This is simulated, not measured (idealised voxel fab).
Proc. module: voxel self aligned contacts
Pictured: cross-section cut, 235 nm wide, on a grid of 5 nm square cells.
The cross-sections in this document take the form of a grid made of square cells. They are written out as bands, in order from top to bottom. Each band consists of one or more rows of cells. Band: top height; bottom height; in nm. Then, left to right: material with width in nm, for each material. "throughout": a single material spanning edge to edge. "blank": empty space. Heights are expressed relative to 0, this being the level below which the as-received wafer comprises one material exclusively. The lowest band is unbounded in the downward direction and is denoted as in "0 -> down". The two numbers in a width such as "30->40" mark its ends across the band: the first belongs to the top row of cells, the second to the bottom row, and from each row to the next the width moves by the same amount. Where the words "nothing was modified" appear for a step, the cross-section shows no cell changed by that step; every cell remained as before. Closed empty spaces (no open way to the top) of 8 cells or more are what "Trapped voids" lists, each as width x height at distance from the left edge, nm for all three. Text after the settings on a step's line: the simulator's own remark on that step. "overlay nm", when on a step's line for a step with a mask, measures how far to the right of its planned place the mask lay; a negative measure means to the left. Each pair of cross-sections that follows straddles one process step: the one shows the state before the step, the other the state after it, down to the lowest band that changed and no further. The step in question, and its settings, are given under the pair. Note that a pair is not necessarily a continuation of the pair above it, since pairs can come from different runs of this module on the same starting wafer; it is a continuation only where its entry headed "Before the step" says so.

Before the step:
- 0 -> down = Si throughout
- Trapped voids: none

After:
- 5 -> 0 = SiO2 throughout
- Rest of section, below 0: as before.
- Trapped voids: none
As a process note, the step between the before and after cross-sections shown above is CONFORMAL_DEP (material SiO2; thk nm 5)

Before the step: after-step cross-section of the pair just above applies.

After:
- 35 -> 5 = polySi throughout
- Rest of section, below 5: as before.
- Trapped voids: none
As a process note, the step between the before and after cross-sections shown above is DIRECTIONAL_DEP (material polySi; thk nm 30)

Before the step: after-step cross-section of the pair just above applies.

After:
- 55 -> 35 = SiN throughout
- Rest of section, below 35: as before.
- Trapped voids: none
As a process note, the step between the before and after cross-sections shown above is DIRECTIONAL_DEP (material SiN; thk nm 20)

Before the step: after-step cross-section of the pair just above applies.

After:
- 70 -> 55 = aC throughout
- Rest of section, below 55: as before.
- Trapped voids: none
As a process note, the step between the before and after cross-sections shown above is DIRECTIONAL_DEP (material aC; thk nm 15)

Before the step: after-step cross-section of the pair just above applies.

After:
- 100 -> 70 = blank (25)  resist (35)  blank (40)  resist (35)  blank (40)  resist (35)  blank (25)
- Rest of section, below 70: as before.
- Trapped voids: none
As a process note, the step between the before and after cross-sections shown above is PATTERN (tone cover; mask id GATE; material resist; width nm 35; pitch nm 75; thk nm 30; overlay nm 0)

Before the step: after-step cross-section of the pair just above applies.

After:
- 85 -> 70 = blank (25)  resist (35)  blank (40)  resist (35)  blank (40)  resist (35)  blank (25)
- 70 -> 55 = blank (25)  aC (35)  blank (40)  aC (35)  blank (40)  aC (35)  blank (25)
- Rest of section, below 55: as before.
- Trapped voids: none
As a process note, the step between the before and after cross-sections shown above is DIRECTIONAL_ETCH (etch materials aC; depth nm 15)

Before the step: after-step cross-section of the pair just above applies.

After:
- 70 -> 55 = blank (25)  aC (35)  blank (40)  aC (35)  blank (40)  aC (35)  blank (25)
- Rest of section, below 55: as before.
- Trapped voids: none
As a process note, the step between the before and after cross-sections shown above is STRIP (etch materials resist)

Before the step: after-step cross-section of the pair just above applies.

After:
- 70 -> 55 = blank (25)  aC (35)  blank (40)  aC (35)  blank (40)  aC (35)  blank (25)
- 55 -> 35 = blank (25)  SiN (35)  blank (40)  SiN (35)  blank (40)  SiN (35)  blank (25)
- Rest of section, below 35: as before.
- Trapped voids: none
As a process note, the step between the before and after cross-sections shown above is DIRECTIONAL_ETCH (etch materials SiN; depth nm 20)

Before the step: after-step cross-section of the pair just above applies.

After:
- 70 -> 55 = blank (25)  aC (35)  blank (40)  aC (35)  blank (40)  aC (35)  blank (25)
- 55 -> 35 = blank (25)  SiN (35)  blank (40)  SiN (35)  blank (40)  SiN (35)  blank (25)
- 35 -> 5 = blank (25)  polySi (35)  blank (40)  polySi (35)  blank (40)  polySi (35)  blank (25)
- Rest of section, below 5: as before.
- Trapped voids: none
As a process note, the step between the before and after cross-sections shown above is DIRECTIONAL_ETCH (etch materials polySi; depth nm 30)

Before the step: after-step cross-section of the pair just above applies.

After:
- 55 -> 35 = blank (25)  SiN (35)  blank (40)  SiN (35)  blank (40)  SiN (35)  blank (25)
- Rest of section, below 35: as before.
- Trapped voids: none
As a process note, the step between the before and after cross-sections shown above is STRIP (etch materials aC)

Before the step: after-step cross-section of the pair just above applies.

After:
- 65 -> 35 = blank (15)  SiN (55)  blank (20)  SiN (55)  blank (20)  SiN (55)  blank (15)
- 35 -> 15 = blank (15)  SiN (10)  polySi (35)  SiN (10)  blank (20)  SiN (10)  polySi (35)  SiN (10)  blank (20)  SiN (10)  polySi (35)  SiN (10)  blank (15)
- 15 -> 5 = SiN (25)  polySi (35)  SiN (40)  polySi (35)  SiN (40)  polySi (35)  SiN (25)
- Rest of section, below 5: as before.
- Trapped voids: none
As a process note, the step between the before and after cross-sections shown above is CONFORMAL_DEP (material SiN; thk nm 10)

Before the step: after-step cross-section of the pair just above applies.

After:
- 55 -> 35 = blank (15)  SiN (55)  blank (20)  SiN (55)  blank (20)  SiN (55)  blank (15)
- 35 -> 5 = blank (15)  SiN (10)  polySi (35)  SiN (10)  blank (20)  SiN (10)  polySi (35)  SiN (10)  blank (20)  SiN (10)  polySi (35)  SiN (10)  blank (15)
- Rest of section, below 5: as before.
- Trapped voids: none
As a process note, the step between the before and after cross-sections shown above is DIRECTIONAL_ETCH (etch materials SiN; depth nm 10)

Before the step: after-step cross-section of the pair just above applies.

After:
- 75 -> 55 = SiO2 throughout
- 55 -> 35 = SiO2 (15)  SiN (55)  SiO2 (20)  SiN (55)  SiO2 (20)  SiN (55)  SiO2 (15)
- 35 -> 5 = SiO2 (15)  SiN (10)  polySi (35)  SiN (10)  SiO2 (20)  SiN (10)  polySi (35)  SiN (10)  SiO2 (20)  SiN (10)  polySi (35)  SiN (10)  SiO2 (15)
- Rest of section, below 5: as before.
- Trapped voids: none
As a process note, the step between the before and after cross-sections shown above is FILL_DEP (material SiO2; thk nm 20)

Before the step: after-step cross-section of the pair just above applies.

After:
- 65 -> 55 = SiO2 throughout
- Rest of section, below 55: as before.
- Trapped voids: none
As a process note, the step between the before and after cross-sections shown above is CMP (height nm 65)

Before the step: after-step cross-section of the pair just above applies.

After:
- 80 -> 65 = aC throughout
- Rest of section, below 65: as before.
- Trapped voids: none
As a process note, the step between the before and after cross-sections shown above is DIRECTIONAL_DEP (material aC; thk nm 15)

Before the step: after-step cross-section of the pair just above applies.

After:
- 115 -> 80 = resist (55)  blank (50)  resist (25)  blank (50)  resist (55)
- Rest of section, below 80: as before.
- Trapped voids: none
As a process note, the step between the before and after cross-sections shown above is PATTERN (tone open; mask id CONTACT; material resist; width nm 50; pitch nm 75; thk nm 35; overlay nm 0)

Before the step: after-step cross-section of the pair just above applies.

After:
- 100 -> 80 = resist (55)  blank (50)  resist (25)  blank (50)  resist (55)
- 80 -> 65 = aC (55)  blank (50)  aC (25)  blank (50)  aC (55)
- Rest of section, below 65: as before.
- Trapped voids: none
As a process note, the step between the before and after cross-sections shown above is DIRECTIONAL_ETCH (etch materials aC; depth nm 15)

Before the step: after-step cross-section of the pair just above applies.

After:
- 80 -> 65 = aC (55)  blank (50)  aC (25)  blank (50)  aC (55)
- Rest of section, below 65: as before.
- Trapped voids: none
As a process note, the step between the before and after cross-sections shown above is STRIP (etch materials resist)

Before the step: after-step cross-section of the pair just above applies.

After:
- 80 -> 65 = aC (55)  blank (50)  aC (25)  blank (50)  aC (55)
- 65 -> 55 = SiO2 (55)  blank (50)  SiO2 (25)  blank (50)  SiO2 (55)
- 55 -> 35 = SiO2 (15)  SiN (55)  blank (20)  SiN (55)  blank (20)  SiN (55)  SiO2 (15)
- 35 -> 5 = SiO2 (15)  SiN (10)  polySi (35)  SiN (10)  blank (20)  SiN (10)  polySi (35)  SiN (10)  blank (20)  SiN (10)  polySi (35)  SiN (10)  SiO2 (15)
- 5 -> 0 = SiO2 (70)  blank (20)  SiO2 (55)  blank (20)  SiO2 (70)
- Rest of section, below 0: as before.
- Trapped voids: none
As a process note, the step between the before and after cross-sections shown above is DIRECTIONAL_ETCH (etch materials SiO2; depth nm 65)

Before the step: after-step cross-section of the pair just above applies.

After:
- 65 -> 55 = SiO2 (55)  blank (50)  SiO2 (25)  blank (50)  SiO2 (55)
- Rest of section, below 55: as before.
- Trapped voids: none
As a process note, the step between the before and after cross-sections shown above is STRIP (etch materials aC)

Before the step: after-step cross-section of the pair just above applies.

After:
- 70 -> 65 = TiN (60)  blank (40)  TiN (35)  blank (40)  TiN (60)
- 65 -> 55 = SiO2 (55)  TiN (5->20)  blank (40->10)  TiN (5->20)  SiO2 (25)  TiN (5->20)  blank (40->10)  TiN (5->20)  SiO2 (55)
- 55 -> 35 = SiO2 (15)  SiN (55)  TiN (5)  blank (10)  TiN (5)  SiN (55)  TiN (5)  blank (10)  TiN (5)  SiN (55)  SiO2 (15)
- 35 -> 5 = SiO2 (15)  SiN (10)  polySi (35)  SiN (10)  TiN (5)  blank (10)  TiN (5)  SiN (10)  polySi (35)  SiN (10)  TiN (5)  blank (10)  TiN (5)  SiN (10)  polySi (35)  SiN (10)  SiO2 (15)
- 5 -> 0 = SiO2 (70)  TiN (20)  SiO2 (55)  TiN (20)  SiO2 (70)
- Rest of section, below 0: as before.
- Trapped voids: none
As a process note, the step between the before and after cross-sections shown above is CONFORMAL_DEP (material TiN; thk nm 5)

Before the step: after-step cross-section of the pair just above applies.

After:
- 80 -> 70 = W throughout
- 70 -> 65 = TiN (60)  W (40)  TiN (35)  W (40)  TiN (60)
- 65 -> 55 = SiO2 (55)  TiN (5->20)  W (40->10)  TiN (5->20)  SiO2 (25)  TiN (5->20)  W (40->10)  TiN (5->20)  SiO2 (55)
- 55 -> 35 = SiO2 (15)  SiN (55)  TiN (5)  W (10)  TiN (5)  SiN (55)  TiN (5)  W (10)  TiN (5)  SiN (55)  SiO2 (15)
- 35 -> 5 = SiO2 (15)  SiN (10)  polySi (35)  SiN (10)  TiN (5)  W (10)  TiN (5)  SiN (10)  polySi (35)  SiN (10)  TiN (5)  W (10)  TiN (5)  SiN (10)  polySi (35)  SiN (10)  SiO2 (15)
- Rest of section, below 5: as before.
- Trapped voids: none
As a process note, the step between the before and after cross-sections shown above is FILL_DEP (material W; thk nm 10)

Before the step: after-step cross-section of the pair just above applies.

After:
- 65 -> 55 = SiO2 (55)  TiN (5->20)  W (40->10)  TiN (5->20)  SiO2 (25)  TiN (5->20)  W (40->10)  TiN (5->20)  SiO2 (55)
- Rest of section, below 55: as before.
- Trapped voids: none
As a process note, the step between the before and after cross-sections shown above is CMP (height nm 65)

Before the step: after-step cross-section of the pair just above applies.

After:
- 70 -> 65 = SiCN throughout
- Rest of section, below 65: as before.
- Trapped voids: none
As a process note, the step between the before and after cross-sections shown above is CONFORMAL_DEP (material SiCN; thk nm 5)

Before the step:
- 80 -> 70 = W throughout
- 70 -> 65 = TiN (60)  W (40)  TiN (35)  W (40)  TiN (60)
- 65 -> 55 = SiO2 (55)  TiN (5->20)  W (40->10)  TiN (5->20)  SiO2 (25)  TiN (5->20)  W (40->10)  TiN (5->20)  SiO2 (55)
- 55 -> 35 = SiO2 (15)  SiN (55)  TiN (5)  W (10)  TiN (5)  SiN (55)  TiN (5)  W (10)  TiN (5)  SiN (55)  SiO2 (15)
- 35 -> 5 = SiO2 (15)  SiN (10)  polySi (35)  SiN (10)  TiN (5)  W (10)  TiN (5)  SiN (10)  polySi (35)  SiN (10)  TiN (5)  W (10)  TiN (5)  SiN (10)  polySi (35)  SiN (10)  SiO2 (15)
- 5 -> 0 = SiO2 (70)  TiN (20)  SiO2 (55)  TiN (20)  SiO2 (70)
- 0 -> down = Si throughout
- Trapped voids: none

After:
- 85 -> 80 = SiCN throughout
- Rest of section, below 80: as before.
- Trapped voids: none
As a process note, the step between the before and after cross-sections shown above is CONFORMAL_DEP (material SiCN; thk nm 5)

Before the step:
- 55 -> 35 = SiN throughout
- 35 -> 5 = polySi throughout
- 5 -> 0 = SiO2 throughout
- 0 -> down = Si throughout
- Trapped voids: none

After:
- 75 -> 35 = SiN throughout
- Rest of section, below 35: as before.
- Trapped voids: none
As a process note, the step between the before and after cross-sections shown above is DIRECTIONAL_DEP (material SiN; thk nm 20)

Before the step: after-step cross-section of the pair just above applies.

After:
- 90 -> 75 = aC throughout
- Rest of section, below 75: as before.
- Trapped voids: none
As a process note, the step between the before and after cross-sections shown above is DIRECTIONAL_DEP (material aC; thk nm 15)

Before the step: after-step cross-section of the pair just above applies.

After:
- 120 -> 90 = blank (25)  resist (35)  blank (40)  resist (35)  blank (40)  resist (35)  blank (25)
- Rest of section, below 90: as before.
- Trapped voids: none
As a process note, the step between the before and after cross-sections shown above is PATTERN (tone cover; mask id GATE; material resist; width nm 35; pitch nm 75; thk nm 30; overlay nm 0)

Before the step: after-step cross-section of the pair just above applies.

After:
- 105 -> 90 = blank (25)  resist (35)  blank (40)  resist (35)  blank (40)  resist (35)  blank (25)
- 90 -> 75 = blank (25)  aC (35)  blank (40)  aC (35)  blank (40)  aC (35)  blank (25)
- Rest of section, below 75: as before.
- Trapped voids: none
As a process note, the step between the before and after cross-sections shown above is DIRECTIONAL_ETCH (etch materials aC; depth nm 15)

Before the step: after-step cross-section of the pair just above applies.

After:
- 90 -> 75 = blank (25)  aC (35)  blank (40)  aC (35)  blank (40)  aC (35)  blank (25)
- Rest of section, below 75: as before.
- Trapped voids: none
As a process note, the step between the before and after cross-sections shown above is STRIP (etch materials resist)

Before the step: after-step cross-section of the pair just above applies.

After:
- 90 -> 75 = blank (25)  aC (35)  blank (40)  aC (35)  blank (40)  aC (35)  blank (25)
- 75 -> 55 = blank (25)  SiN (35)  blank (40)  SiN (35)  blank (40)  SiN (35)  blank (25)
- Rest of section, below 55: as before.
- Trapped voids: none
As a process note, the step between the before and after cross-sections shown above is DIRECTIONAL_ETCH (etch materials SiN; depth nm 20)

Before the step: after-step cross-section of the pair just above applies.

After:
- 75 -> 55 = blank (25)  SiN (35)  blank (40)  SiN (35)  blank (40)  SiN (35)  blank (25)
- Rest of section, below 55: as before.
- Trapped voids: none
As a process note, the step between the before and after cross-sections shown above is STRIP (etch materials aC)

Before the step: after-step cross-section of the pair just above applies.

After:
- 85 -> 65 = blank (15)  SiN (55)  blank (20)  SiN (55)  blank (20)  SiN (55)  blank (15)
- 65 -> 35 = SiN throughout
- Rest of section, below 35: as before.
- Trapped voids: none
As a process note, the step between the before and after cross-sections shown above is CONFORMAL_DEP (material SiN; thk nm 10)

Before the step: after-step cross-section of the pair just above applies.

After:
- 75 -> 55 = blank (15)  SiN (55)  blank (20)  SiN (55)  blank (20)  SiN (55)  blank (15)
- Rest of section, below 55: as before.
- Trapped voids: none
As a process note, the step between the before and after cross-sections shown above is DIRECTIONAL_ETCH (etch materials SiN; depth nm 10)

Before the step: after-step cross-section of the pair just above applies.

After:
- 95 -> 75 = SiO2 throughout
- 75 -> 55 = SiO2 (15)  SiN (55)  SiO2 (20)  SiN (55)  SiO2 (20)  SiN (55)  SiO2 (15)
- Rest of section, below 55: as before.
- Trapped voids: none
As a process note, the step between the before and after cross-sections shown above is FILL_DEP (material SiO2; thk nm 20)

Before the step: after-step cross-section of the pair just above applies.

After:
- 65 -> 55 = SiO2 (15)  SiN (55)  SiO2 (20)  SiN (55)  SiO2 (20)  SiN (55)  SiO2 (15)
- Rest of section, below 55: as before.
- Trapped voids: none
As a process note, the step between the before and after cross-sections shown above is CMP (height nm 65)

Before the step: after-step cross-section of the pair just above applies.

After:
- 80 -> 65 = aC throughout
- Rest of section, below 65: as before.
- Trapped voids: none
As a process note, the step between the before and after cross-sections shown above is DIRECTIONAL_DEP (material aC; thk nm 15)

Before the step: after-step cross-section of the pair just above applies.

After:
- 115 -> 80 = resist (55)  blank (50)  resist (25)  blank (50)  resist (55)
- Rest of section, below 80: as before.
- Trapped voids: none
As a process note, the step between the before and after cross-sections shown above is PATTERN (tone open; mask id CONTACT; material resist; width nm 50; pitch nm 75; thk nm 35; overlay nm 0)

Before the step: after-step cross-section of the pair just above applies.

After:
- 100 -> 80 = resist (55)  blank (50)  resist (25)  blank (50)  resist (55)
- 80 -> 65 = aC (55)  blank (50)  aC (25)  blank (50)  aC (55)
- Rest of section, below 65: as before.
- Trapped voids: none
As a process note, the step between the before and after cross-sections shown above is DIRECTIONAL_ETCH (etch materials aC; depth nm 15)

Before the step: after-step cross-section of the pair just above applies.

After:
- 80 -> 65 = aC (55)  blank (50)  aC (25)  blank (50)  aC (55)
- Rest of section, below 65: as before.
- Trapped voids: none
As a process note, the step between the before and after cross-sections shown above is STRIP (etch materials resist)

Before the step: after-step cross-section of the pair just above applies.

After:
- 80 -> 65 = aC (55)  blank (50)  aC (25)  blank (50)  aC (55)
- 65 -> 55 = SiO2 (15)  SiN (55)  blank (20)  SiN (55)  blank (20)  SiN (55)  SiO2 (15)
- Rest of section, below 55: as before.
- Trapped voids: none
As a process note, the step between the before and after cross-sections shown above is DIRECTIONAL_ETCH (etch materials SiO2; depth nm 65)

Before the step: after-step cross-section of the pair just above applies.

After:
- 65 -> 55 = SiO2 (15)  SiN (55)  blank (20)  SiN (55)  blank (20)  SiN (55)  SiO2 (15)
- Rest of section, below 55: as before.
- Trapped voids: none
As a process note, the step between the before and after cross-sections shown above is STRIP (etch materials aC)

Before the step: after-step cross-section of the pair just above applies.

After:
- 70 -> 65 = TiN (75)  blank (10)  TiN (65)  blank (10)  TiN (75)
- 65 -> 60 = SiO2 (15)  SiN (55)  TiN (5)  blank (10)  TiN (5)  SiN (55)  TiN (5)  blank (10)  TiN (5)  SiN (55)  SiO2 (15)
- 60 -> 55 = SiO2 (15)  SiN (55)  TiN (20)  SiN (55)  TiN (20)  SiN (55)  SiO2 (15)
- Rest of section, below 55: as before.
- Trapped voids: none
As a process note, the step between the before and after cross-sections shown above is CONFORMAL_DEP (material TiN; thk nm 5)

Before the step: after-step cross-section of the pair just above applies.

After:
- 80 -> 70 = W throughout
- 70 -> 65 = TiN (75)  W (10)  TiN (65)  W (10)  TiN (75)
- 65 -> 60 = SiO2 (15)  SiN (55)  TiN (5)  W (10)  TiN (5)  SiN (55)  TiN (5)  W (10)  TiN (5)  SiN (55)  SiO2 (15)
- Rest of section, below 60: as before.
- Trapped voids: none
As a process note, the step between the before and after cross-sections shown above is FILL_DEP (material W; thk nm 10)

Before the step: after-step cross-section of the pair just above applies.

After:
- 65 -> 60 = SiO2 (15)  SiN (55)  TiN (5)  W (10)  TiN (5)  SiN (55)  TiN (5)  W (10)  TiN (5)  SiN (55)  SiO2 (15)
- Rest of section, below 60: as before.
- Trapped voids: none
As a process note, the step between the before and after cross-sections shown above is CMP (height nm 65)

Before the step: after-step cross-section of the pair just above applies.

After:
- 70 -> 65 = SiCN throughout
- Rest of section, below 65: as before.
- Trapped voids: none
As a process note, the step between the before and after cross-sections shown above is CONFORMAL_DEP (material SiCN; thk nm 5)

Before the step:
- 5 -> 0 = SiO2 throughout
- 0 -> down = Si throughout
- Trapped voids: none

After:
- 25 -> 5 = SiN throughout
- Rest of section, below 5: as before.
- Trapped voids: none
As a process note, the step between the before and after cross-sections shown above is DIRECTIONAL_DEP (material SiN; thk nm 20)

Before the step: after-step cross-section of the pair just above applies.

After:
- 55 -> 25 = polySi throughout
- Rest of section, below 25: as before.
- Trapped voids: none
As a process note, the step between the before and after cross-sections shown above is DIRECTIONAL_DEP (material polySi; thk nm 30)

Before the step: after-step cross-section of the pair just above applies.

After:
- 70 -> 55 = aC throughout
- Rest of section, below 55: as before.
- Trapped voids: none
As a process note, the step between the before and after cross-sections shown above is DIRECTIONAL_DEP (material aC; thk nm 15)

Before the step: after-step cross-section of the pair just above applies.

After:
- 100 -> 70 = blank (25)  resist (35)  blank (40)  resist (35)  blank (40)  resist (35)  blank (25)
- Rest of section, below 70: as before.
- Trapped voids: none
As a process note, the step between the before and after cross-sections shown above is PATTERN (tone cover; mask id GATE; material resist; width nm 35; pitch nm 75; thk nm 30; overlay nm 0)

Before the step: after-step cross-section of the pair just above applies.

After:
- 85 -> 70 = blank (25)  resist (35)  blank (40)  resist (35)  blank (40)  resist (35)  blank (25)
- 70 -> 55 = blank (25)  aC (35)  blank (40)  aC (35)  blank (40)  aC (35)  blank (25)
- Rest of section, below 55: as before.
- Trapped voids: none
As a process note, the step between the before and after cross-sections shown above is DIRECTIONAL_ETCH (etch materials aC; depth nm 15)

Before the step: after-step cross-section of the pair just above applies.

After:
- 70 -> 55 = blank (25)  aC (35)  blank (40)  aC (35)  blank (40)  aC (35)  blank (25)
- Rest of section, below 55: as before.
- Trapped voids: none
As a process note, the step between the before and after cross-sections shown above is STRIP (etch materials resist)

Before the step: after-step cross-section of the pair just above applies.

After:
- 70 -> 55 = blank (25)  aC (35)  blank (40)  aC (35)  blank (40)  aC (35)  blank (25)
- 55 -> 25 = blank (25)  polySi (35)  blank (40)  polySi (35)  blank (40)  polySi (35)  blank (25)
- Rest of section, below 25: as before.
- Trapped voids: none
As a process note, the step between the before and after cross-sections shown above is DIRECTIONAL_ETCH (etch materials polySi; depth nm 30)

Before the step: after-step cross-section of the pair just above applies.

After:
- 55 -> 25 = blank (25)  polySi (35)  blank (40)  polySi (35)  blank (40)  polySi (35)  blank (25)
- Rest of section, below 25: as before.
- Trapped voids: none
As a process note, the step between the before and after cross-sections shown above is STRIP (etch materials aC)

Before the step: after-step cross-section of the pair just above applies.

After:
- 65 -> 55 = blank (15)  SiN (55)  blank (20)  SiN (55)  blank (20)  SiN (55)  blank (15)
- 55 -> 35 = blank (15)  SiN (10)  polySi (35)  SiN (10)  blank (20)  SiN (10)  polySi (35)  SiN (10)  blank (20)  SiN (10)  polySi (35)  SiN (10)  blank (15)
- 35 -> 25 = SiN (25)  polySi (35)  SiN (40)  polySi (35)  SiN (40)  polySi (35)  SiN (25)
- Rest of section, below 25: as before.
- Trapped voids: none
As a process note, the step between the before and after cross-sections shown above is CONFORMAL_DEP (material SiN; thk nm 10)

Before the step: after-step cross-section of the pair just above applies.

After:
- 55 -> 25 = blank (15)  SiN (10)  polySi (35)  SiN (10)  blank (20)  SiN (10)  polySi (35)  SiN (10)  blank (20)  SiN (10)  polySi (35)  SiN (10)  blank (15)
- Rest of section, below 25: as before.
- Trapped voids: none
As a process note, the step between the before and after cross-sections shown above is DIRECTIONAL_ETCH (etch materials SiN; depth nm 10)

Before the step: after-step cross-section of the pair just above applies.

After:
- 75 -> 55 = SiO2 throughout
- 55 -> 25 = SiO2 (15)  SiN (10)  polySi (35)  SiN (10)  SiO2 (20)  SiN (10)  polySi (35)  SiN (10)  SiO2 (20)  SiN (10)  polySi (35)  SiN (10)  SiO2 (15)
- Rest of section, below 25: as before.
- Trapped voids: none
As a process note, the step between the before and after cross-sections shown above is FILL_DEP (material SiO2; thk nm 20)

Before the step: after-step cross-section of the pair just above applies.

After:
- 65 -> 55 = SiO2 throughout
- Rest of section, below 55: as before.
- Trapped voids: none
As a process note, the step between the before and after cross-sections shown above is CMP (height nm 65)

Before the step: after-step cross-section of the pair just above applies.

After:
- 80 -> 65 = aC throughout
- Rest of section, below 65: as before.
- Trapped voids: none
As a process note, the step between the before and after cross-sections shown above is DIRECTIONAL_DEP (material aC; thk nm 15)

Before the step: after-step cross-section of the pair just above applies.

After:
- 115 -> 80 = resist (55)  blank (50)  resist (25)  blank (50)  resist (55)
- Rest of section, below 80: as before.
- Trapped voids: none
As a process note, the step between the before and after cross-sections shown above is PATTERN (tone open; mask id CONTACT; material resist; width nm 50; pitch nm 75; thk nm 35; overlay nm 0)

Before the step: after-step cross-section of the pair just above applies.

After:
- 100 -> 80 = resist (55)  blank (50)  resist (25)  blank (50)  resist (55)
- 80 -> 65 = aC (55)  blank (50)  aC (25)  blank (50)  aC (55)
- Rest of section, below 65: as before.
- Trapped voids: none
As a process note, the step between the before and after cross-sections shown above is DIRECTIONAL_ETCH (etch materials aC; depth nm 15)

Before the step: after-step cross-section of the pair just above applies.

After:
- 80 -> 65 = aC (55)  blank (50)  aC (25)  blank (50)  aC (55)
- Rest of section, below 65: as before.
- Trapped voids: none
As a process note, the step between the before and after cross-sections shown above is STRIP (etch materials resist)

Before the step: after-step cross-section of the pair just above applies.

After:
- 80 -> 65 = aC (55)  blank (50)  aC (25)  blank (50)  aC (55)
- 65 -> 55 = SiO2 (55)  blank (50)  SiO2 (25)  blank (50)  SiO2 (55)
- 55 -> 25 = SiO2 (15)  SiN (10)  polySi (35)  SiN (10)  blank (20)  SiN (10)  polySi (35)  SiN (10)  blank (20)  SiN (10)  polySi (35)  SiN (10)  SiO2 (15)
- Rest of section, below 25: as before.
- Trapped voids: none
As a process note, the step between the before and after cross-sections shown above is DIRECTIONAL_ETCH (etch materials SiO2; depth nm 65)

Before the step: after-step cross-section of the pair just above applies.

After:
- 65 -> 55 = SiO2 (55)  blank (50)  SiO2 (25)  blank (50)  SiO2 (55)
- Rest of section, below 55: as before.
- Trapped voids: none
As a process note, the step between the before and after cross-sections shown above is STRIP (etch materials aC)

Before the step: after-step cross-section of the pair just above applies.

After:
- 70 -> 65 = TiN (60)  blank (40)  TiN (35)  blank (40)  TiN (60)
- 65 -> 55 = SiO2 (55)  TiN (5->20)  blank (40->10)  TiN (5->20)  SiO2 (25)  TiN (5->20)  blank (40->10)  TiN (5->20)  SiO2 (55)
- 55 -> 30 = SiO2 (15)  SiN (10)  polySi (35)  SiN (10)  TiN (5)  blank (10)  TiN (5)  SiN (10)  polySi (35)  SiN (10)  TiN (5)  blank (10)  TiN (5)  SiN (10)  polySi (35)  SiN (10)  SiO2 (15)
- 30 -> 25 = SiO2 (15)  SiN (10)  polySi (35)  SiN (10)  TiN (20)  SiN (10)  polySi (35)  SiN (10)  TiN (20)  SiN (10)  polySi (35)  SiN (10)  SiO2 (15)
- Rest of section, below 25: as before.
- Trapped voids: none
As a process note, the step between the before and after cross-sections shown above is CONFORMAL_DEP (material TiN; thk nm 5)

Before the step: after-step cross-section of the pair just above applies.

After:
- 80 -> 70 = W throughout
- 70 -> 65 = TiN (60)  W (40)  TiN (35)  W (40)  TiN (60)
- 65 -> 55 = SiO2 (55)  TiN (5->20)  W (40->10)  TiN (5->20)  SiO2 (25)  TiN (5->20)  W (40->10)  TiN (5->20)  SiO2 (55)
- 55 -> 30 = SiO2 (15)  SiN (10)  polySi (35)  SiN (10)  TiN (5)  W (10)  TiN (5)  SiN (10)  polySi (35)  SiN (10)  TiN (5)  W (10)  TiN (5)  SiN (10)  polySi (35)  SiN (10)  SiO2 (15)
- Rest of section, below 30: as before.
- Trapped voids: none
As a process note, the step between the before and after cross-sections shown above is FILL_DEP (material W; thk nm 10)

Before the step: after-step cross-section of the pair just above applies.

After:
- 65 -> 55 = SiO2 (55)  TiN (5->20)  W (40->10)  TiN (5->20)  SiO2 (25)  TiN (5->20)  W (40->10)  TiN (5->20)  SiO2 (55)
- Rest of section, below 55: as before.
- Trapped voids: none
As a process note, the step between the before and after cross-sections shown above is CMP (height nm 65)

Before the step: after-step cross-section of the pair just above applies.

After:
- 70 -> 65 = SiCN throughout
- Rest of section, below 65: as before.
- Trapped voids: none
As a process note, the step between the before and after cross-sections shown above is CONFORMAL_DEP (material SiCN; thk nm 5)

Before the step:
- 75 -> 55 = SiO2 throughout
- 55 -> 35 = SiO2 (15)  SiN (55)  SiO2 (20)  SiN (55)  SiO2 (20)  SiN (55)  SiO2 (15)
- 35 -> 5 = SiO2 (15)  SiN (10)  polySi (35)  SiN (10)  SiO2 (20)  SiN (10)  polySi (35)  SiN (10)  SiO2 (20)  SiN (10)  polySi (35)  SiN (10)  SiO2 (15)
- 5 -> 0 = SiO2 throughout
- 0 -> down = Si throughout
- Trapped voids: none

After:
- 60 -> 55 = SiO2 throughout
- Rest of section, below 55: as before.
- Trapped voids: none
As a process note, the step between the before and after cross-sections shown above is CMP (height nm 60)

Before the step: after-step cross-section of the pair just above applies.

After:
- 75 -> 60 = aC throughout
- Rest of section, below 60: as before.
- Trapped voids: none
As a process note, the step between the before and after cross-sections shown above is DIRECTIONAL_DEP (material aC; thk nm 15)

Before the step: after-step cross-section of the pair just above applies.

After:
- 110 -> 75 = resist (55)  blank (50)  resist (25)  blank (50)  resist (55)
- Rest of section, below 75: as before.
- Trapped voids: none
As a process note, the step between the before and after cross-sections shown above is PATTERN (tone open; mask id CONTACT; material resist; width nm 50; pitch nm 75; thk nm 35; overlay nm 0)

Before the step: after-step cross-section of the pair just above applies.

After:
- 95 -> 75 = resist (55)  blank (50)  resist (25)  blank (50)  resist (55)
- 75 -> 60 = aC (55)  blank (50)  aC (25)  blank (50)  aC (55)
- Rest of section, below 60: as before.
- Trapped voids: none
As a process note, the step between the before and after cross-sections shown above is DIRECTIONAL_ETCH (etch materials aC; depth nm 15)

Before the step: after-step cross-section of the pair just above applies.

After:
- 75 -> 60 = aC (55)  blank (50)  aC (25)  blank (50)  aC (55)
- Rest of section, below 60: as before.
- Trapped voids: none
As a process note, the step between the before and after cross-sections shown above is STRIP (etch materials resist)

Before the step: after-step cross-section of the pair just above applies.

After:
- 75 -> 60 = aC (55)  blank (50)  aC (25)  blank (50)  aC (55)
- 60 -> 55 = SiO2 (55)  blank (50)  SiO2 (25)  blank (50)  SiO2 (55)
- 55 -> 35 = SiO2 (15)  SiN (55)  blank (20)  SiN (55)  blank (20)  SiN (55)  SiO2 (15)
- 35 -> 5 = SiO2 (15)  SiN (10)  polySi (35)  SiN (10)  blank (20)  SiN (10)  polySi (35)  SiN (10)  blank (20)  SiN (10)  polySi (35)  SiN (10)  SiO2 (15)
- 5 -> 0 = SiO2 (70)  blank (20)  SiO2 (55)  blank (20)  SiO2 (70)
- Rest of section, below 0: as before.
- Trapped voids: none
As a process note, the step between the before and after cross-sections shown above is DIRECTIONAL_ETCH (etch materials SiO2; depth nm 65)

Before the step: after-step cross-section of the pair just above applies.

After:
- 60 -> 55 = SiO2 (55)  blank (50)  SiO2 (25)  blank (50)  SiO2 (55)
- Rest of section, below 55: as before.
- Trapped voids: none
As a process note, the step between the before and after cross-sections shown above is STRIP (etch materials aC)
